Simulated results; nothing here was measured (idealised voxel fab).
Process module name: voxel self aligned vias
Displayed cross-section: cut, width of 235 nm, square cells sized 5 nm.
We lay out every cross-section as a grid of square cells and spell it out in bands from the top down, where one band means one or more rows of cells. For a band, the entry starts with two heights in nm, that of the top and then that of the bottom, and carries on with the band's materials in order from left to right, each alongside its width in nm; the word "full width" beside a single material means it fills the band edge to edge, and "blank" means empty space. Basically, 0 is our baseline, since under it the wafer straight out of the box is all one material. The bottom band has no lower end and keeps on going down, so it looks like "top 0, no bottom". It should be noted that a width expressed as "30->40" varies in equal increments from row to row of cells within the band, taking the value of the first number at the top row and that of the second number at the bottom row. Key: "no alterations made" - step with no changed cell in the cross-section. Listed in "Tabulated closed voids": every empty space of 8 or more cells without an open way to the top. Form: width x height at distance, the distance being from the left edge, all in nm. Where a step's line continues beyond its settings, the continuation is a remark by the simulator itself on that step. Steps that use a mask can have "overlay nm" on their line. It says how far the mask sat to the right of where it was meant to be. Negative means to the left.

plan
- 1: RECEIVE,material Si
- 2: CONFORMAL_DEP,material SiO2,thk nm 10
- 3: CONFORMAL_DEP,material SiCN,thk nm 5
- 4: DIRECTIONAL_DEP,material SiO2,thk nm 20
- 5: MASKED_ETCH,tone open,mask id LINES,width nm 25,pitch nm 70,etch materials SiO2,depth nm 20,overlay nm 0
- 6: CONFORMAL_DEP,material TiN,thk nm 5
- 7: FILL_DEP,material W,thk nm 10
- 8: CMP,height nm 35
- 9: SELECTIVE_ETCH,etch materials W Ru TiN,depth nm 5
- 10: FILL_DEP,material SiN,thk nm 5
- 11: CMP,height nm 35
- 12: DIRECTIONAL_DEP,material SiO2,thk nm 15
- 13: MASKED_ETCH,tone open,mask id VIAS,width nm 45,pitch nm 70,etch materials SiO2,depth nm 15,overlay nm 0
- 14: MASKED_ETCH,tone open,mask id VIAS,width nm 45,pitch nm 70,etch materials SiN,depth nm 5,overlay nm 0
- 15: CONFORMAL_DEP,material TiN,thk nm 5
- 16: FILL_DEP,material W,thk nm 10
- 17: CMP,height nm 50
- 18: CONFORMAL_DEP,material SiN,thk nm 5

The first of a set of two wafers, run to plan

As-received wafer cross-section (after step 1)
	top 0, no bottom | Si full width
	Tabulated closed voids: none

Cross-sectional representation of the wafer at the conclusion of step 2
	top 10, bottom 0 | SiO2 full width
	Below 0, the layers are the same as they were.

Cross-sectional representation of the wafer at the conclusion of step 3
	top 15, bottom 10 | SiCN full width
	Below 10, the layers are the same as they were.

Cross-sectional representation of the wafer at the conclusion of step 4
	top 35, bottom 15 | SiO2 full width
	Below 15, the layers are the same as they were.

Cross-sectional representation of the wafer at the conclusion of step 5
	top 35, bottom 15 | 70 nm SiO2 / 25 nm blank / 45 nm SiO2 / 25 nm blank / 70 nm SiO2
	Below 15, the layers are the same as they were.

Cross-sectional representation of the wafer at the conclusion of step 6
	top 40, bottom 35 | 75 nm TiN / 15 nm blank / 55 nm TiN / 15 nm blank / 75 nm TiN
	top 35, bottom 20 | 70 nm SiO2 / 5 nm TiN / 15 nm blank / 5 nm TiN / 45 nm SiO2 / 5 nm TiN / 15 nm blank / 5 nm TiN / 70 nm SiO2
	top 20, bottom 15 | 70 nm SiO2 / 25 nm TiN / 45 nm SiO2 / 25 nm TiN / 70 nm SiO2
	Below 15, the layers are the same as they were.

Cross-sectional representation of the wafer at the conclusion of step 7
	top 50, bottom 40 | W full width
	top 40, bottom 35 | 75 nm TiN / 15 nm W / 55 nm TiN / 15 nm W / 75 nm TiN
	top 35, bottom 20 | 70 nm SiO2 / 5 nm TiN / 15 nm W / 5 nm TiN / 45 nm SiO2 / 5 nm TiN / 15 nm W / 5 nm TiN / 70 nm SiO2
	Below 20, the layers are the same as they were.

Cross-sectional representation of the wafer at the conclusion of step 8
	top 35, bottom 20 | 70 nm SiO2 / 5 nm TiN / 15 nm W / 5 nm TiN / 45 nm SiO2 / 5 nm TiN / 15 nm W / 5 nm TiN / 70 nm SiO2
	Below 20, the layers are the same as they were.

Cross-sectional representation of the wafer at the conclusion of step 9
	top 35, bottom 30 | 70 nm SiO2 / 25 nm blank / 45 nm SiO2 / 25 nm blank / 70 nm SiO2
	Below 30, the layers are the same as they were.

Cross-sectional representation of the wafer at the conclusion of step 10
	top 40, bottom 35 | SiN full width
	top 35, bottom 30 | 70 nm SiO2 / 25 nm SiN / 45 nm SiO2 / 25 nm SiN / 70 nm SiO2
	Below 30, the layers are the same as they were.

Cross-sectional representation of the wafer at the conclusion of step 11
	top 35, bottom 30 | 70 nm SiO2 / 25 nm SiN / 45 nm SiO2 / 25 nm SiN / 70 nm SiO2
	Below 30, the layers are the same as they were.

Cross-sectional representation of the wafer at the conclusion of step 12
	top 50, bottom 35 | SiO2 full width
	Below 35, the layers are the same as they were.

Cross-sectional representation of the wafer at the conclusion of step 13
	top 50, bottom 35 | 60 nm SiO2 / 45 nm blank / 25 nm SiO2 / 45 nm blank / 60 nm SiO2
	Below 35, the layers are the same as they were.

Cross-sectional representation of the wafer at the conclusion of step 14
	top 50, bottom 35 | 60 nm SiO2 / 45 nm blank / 25 nm SiO2 / 45 nm blank / 60 nm SiO2
	top 35, bottom 30 | 70 nm SiO2 / 25 nm blank / 45 nm SiO2 / 25 nm blank / 70 nm SiO2
	Below 30, the layers are the same as they were.

Cross-sectional representation of the wafer at the conclusion of step 15
	top 55, bottom 50 | 65 nm TiN / 35 nm blank / 35 nm TiN / 35 nm blank / 65 nm TiN
	top 50, bottom 40 | 60 nm SiO2 / 5 nm TiN / 35 nm blank / 5 nm TiN / 25 nm SiO2 / 5 nm TiN / 35 nm blank / 5 nm TiN / 60 nm SiO2
	top 40, bottom 35 | 60 nm SiO2 / 15 nm TiN / 15 nm blank / 15 nm TiN / 25 nm SiO2 / 15 nm TiN / 15 nm blank / 15 nm TiN / 60 nm SiO2
	top 35, bottom 30 | 70 nm SiO2 / 25 nm TiN / 45 nm SiO2 / 25 nm TiN / 70 nm SiO2
	Below 30, the layers are the same as they were.

Cross-sectional representation of the wafer at the conclusion of step 16
	top 65, bottom 55 | W full width
	top 55, bottom 50 | 65 nm TiN / 35 nm W / 35 nm TiN / 35 nm W / 65 nm TiN
	top 50, bottom 40 | 60 nm SiO2 / 5 nm TiN / 35 nm W / 5 nm TiN / 25 nm SiO2 / 5 nm TiN / 35 nm W / 5 nm TiN / 60 nm SiO2
	top 40, bottom 35 | 60 nm SiO2 / 15 nm TiN / 15 nm W / 15 nm TiN / 25 nm SiO2 / 15 nm TiN / 15 nm W / 15 nm TiN / 60 nm SiO2
	Below 35, the layers are the same as they were.

Cross-sectional representation of the wafer at the conclusion of step 17
	top 50, bottom 40 | 60 nm SiO2 / 5 nm TiN / 35 nm W / 5 nm TiN / 25 nm SiO2 / 5 nm TiN / 35 nm W / 5 nm TiN / 60 nm SiO2
	Below 40, the layers are the same as they were.

Cross-sectional representation of the wafer at the conclusion of step 18
	top 55, bottom 50 | SiN full width
	Below 50, the layers are the same as they were.

Second wafer, same starting conditions and recipe as the first, one mistake in executing it, nothing differs from the first up to and including step 12

Second wafer, sectioned view, at step 13's planned end time
	top 50, bottom 35 | 60 nm SiO2 / 45 nm blank / 25 nm SiO2 / 45 nm blank / 60 nm SiO2
	top 35, bottom 30 | 60 nm SiO2 / 10 nm blank / 25 nm SiN / 10 nm blank / 25 nm SiO2 / 10 nm blank / 25 nm SiN / 10 nm blank / 60 nm SiO2
	top 30, bottom 20 | 60 nm SiO2 / 10 nm blank / 5 nm TiN / 15 nm W / 5 nm TiN / 10 nm blank / 25 nm SiO2 / 10 nm blank / 5 nm TiN / 15 nm W / 5 nm TiN / 10 nm blank / 60 nm SiO2
	Below 20, the layers are the same as they were.

Second wafer, sectioned view, at step 14's planned end time
	top 50, bottom 30 | 60 nm SiO2 / 45 nm blank / 25 nm SiO2 / 45 nm blank / 60 nm SiO2
	Below 30, the layers are the same as they were.

Second wafer, sectioned view, at step 15's planned end time
	top 55, bottom 50 | 65 nm TiN / 35 nm blank / 35 nm TiN / 35 nm blank / 65 nm TiN
	top 50, bottom 35 | 60 nm SiO2 / 5 nm TiN / 35 nm blank / 5 nm TiN / 25 nm SiO2 / 5 nm TiN / 35 nm blank / 5 nm TiN / 60 nm SiO2
	top 35, bottom 30 | 60 nm SiO2 / 45 nm TiN / 25 nm SiO2 / 45 nm TiN / 60 nm SiO2
	top 30, bottom 20 | 60 nm SiO2 / 15 nm TiN / 15 nm W / 15 nm TiN / 25 nm SiO2 / 15 nm TiN / 15 nm W / 15 nm TiN / 60 nm SiO2
	Below 20, the layers are the same as they were.

Second wafer, sectioned view, at step 16's planned end time
	top 65, bottom 55 | W full width
	top 55, bottom 50 | 65 nm TiN / 35 nm W / 35 nm TiN / 35 nm W / 65 nm TiN
	top 50, bottom 35 | 60 nm SiO2 / 5 nm TiN / 35 nm W / 5 nm TiN / 25 nm SiO2 / 5 nm TiN / 35 nm W / 5 nm TiN / 60 nm SiO2
	Below 35, the layers are the same as they were.

Second wafer, sectioned view, at step 17's planned end time
	top 50, bottom 35 | 60 nm SiO2 / 5 nm TiN / 35 nm W / 5 nm TiN / 25 nm SiO2 / 5 nm TiN / 35 nm W / 5 nm TiN / 60 nm SiO2
	Below 35, the layers are the same as they were.

Second wafer, sectioned view, at step 18's planned end time
	top 55, bottom 50 | SiN full width
	Below 50, the layers are the same as they were.
Diagnosis: step 13 of the plan was executed twice over
FYI, end of process, the second wafer has more or fewer cells of some materials than the first: -24 SiO2, +16 TiN, +8 W
